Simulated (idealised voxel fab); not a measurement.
Process module under the name voxel air gaps
The cross-section shown here is cut; it is 175 nm wide and divided into square cells measuring 5 nm on a side.
In this document a cross-section is written as a grid of square cells. It is given as a series of bands, listed from the top down, and a band is one or more rows of cells.
Heads up on the band format: heights come first, top then bottom, in nm. After that it's the materials left to right, each with its width in nm. A single material flagged "edge to edge" fills the whole band edge to edge, and "empty" means there's empty space there.
Heights are measured from 0, the level below which the as-received wafer is all one material; the lowest band has no bottom and continues downward, written as in "top 0, no bottom".
The width entry "30 to 40" should be interpreted row by row: the top row of cells in the band takes the first number, the bottom row takes the second number, and the change between adjacent rows is uniform throughout.
"remains unaltered" for a step: no cell of the cross-section changed in that step.
Heads up: "Entrapped voids" only lists the empty pockets with no open path to the top that are 8 cells or more, and it writes them as width x height at distance, distance from the left edge, in nm.
Read whatever lies past the settings on a step's line as the simulator's own remark about the step.
Each step line may optionally specify "overlay nm", which for a step with a mask gives the rightward distance between the mask's planned place and where it lay, a negative value indicating the leftward direction.

**These are the steps we planned for the process**
1 op RECEIVE | material Si
2 op CONFORMAL_DEP | material SiO2 | thk nm 10
3 op CONFORMAL_DEP | material SiN | thk nm 5
4 op DIRECTIONAL_DEP | material SiO2 | thk nm 35
5 op DIRECTIONAL_DEP | material aC | thk nm 15
6 op PATTERN | tone open | mask id LINES | material resist | width nm 25 | pitch nm 50 | thk nm 30 | overlay nm 0
7 op DIRECTIONAL_ETCH | etch materials aC | depth nm 15
8 op STRIP | etch materials resist
9 op DIRECTIONAL_ETCH | etch materials SiO2 | depth nm 35
10 op STRIP | etch materials aC
11 op CONFORMAL_DEP | material TiN | thk nm 5
12 op FILL_DEP | material Cu | thk nm 5
13 op CMP | height nm 50
14 op EPI | material Ru | thk nm 10
15 op SELECTIVE_ETCH | etch materials SiO2 | depth nm 45
16 op CONFORMAL_DEP | material SiN | thk nm 5

**Cross-section of the wafer upon arrival, representing the state reached after step 1**
  top 0, no bottom: Si edge to edge
  Entrapped voids: none

**Wafer at module end, in section. Began as above, planned as above, run with one mistake**
  top 65, bottom 60: SiN edge to edge
  top 60, bottom 50: Ru edge to edge
  top 50, bottom 45: Cu edge to edge
  top 45, bottom 40: TiN: 30, then Cu: 15, then TiN: 35, then Cu: 15, then TiN: 35, then Cu: 15, then TiN: 30
  top 40, bottom 10: SiO2: 25, then TiN: 5, then Cu: 15, then TiN: 5, then SiO2: 25, then TiN: 5, then Cu: 15, then TiN: 5, then SiO2: 25, then TiN: 5, then Cu: 15, then TiN: 5, then SiO2: 25
  top 10, bottom 5: SiO2: 25, then TiN: 25, then SiO2: 25, then TiN: 25, then SiO2: 25, then TiN: 25, then SiO2: 25
  top 5, bottom 0: SiN edge to edge
  top 0, no bottom: Si edge to edge
  Entrapped voids: none
Misprocessing identified: step 2 in the plan did not get run; it was skipped
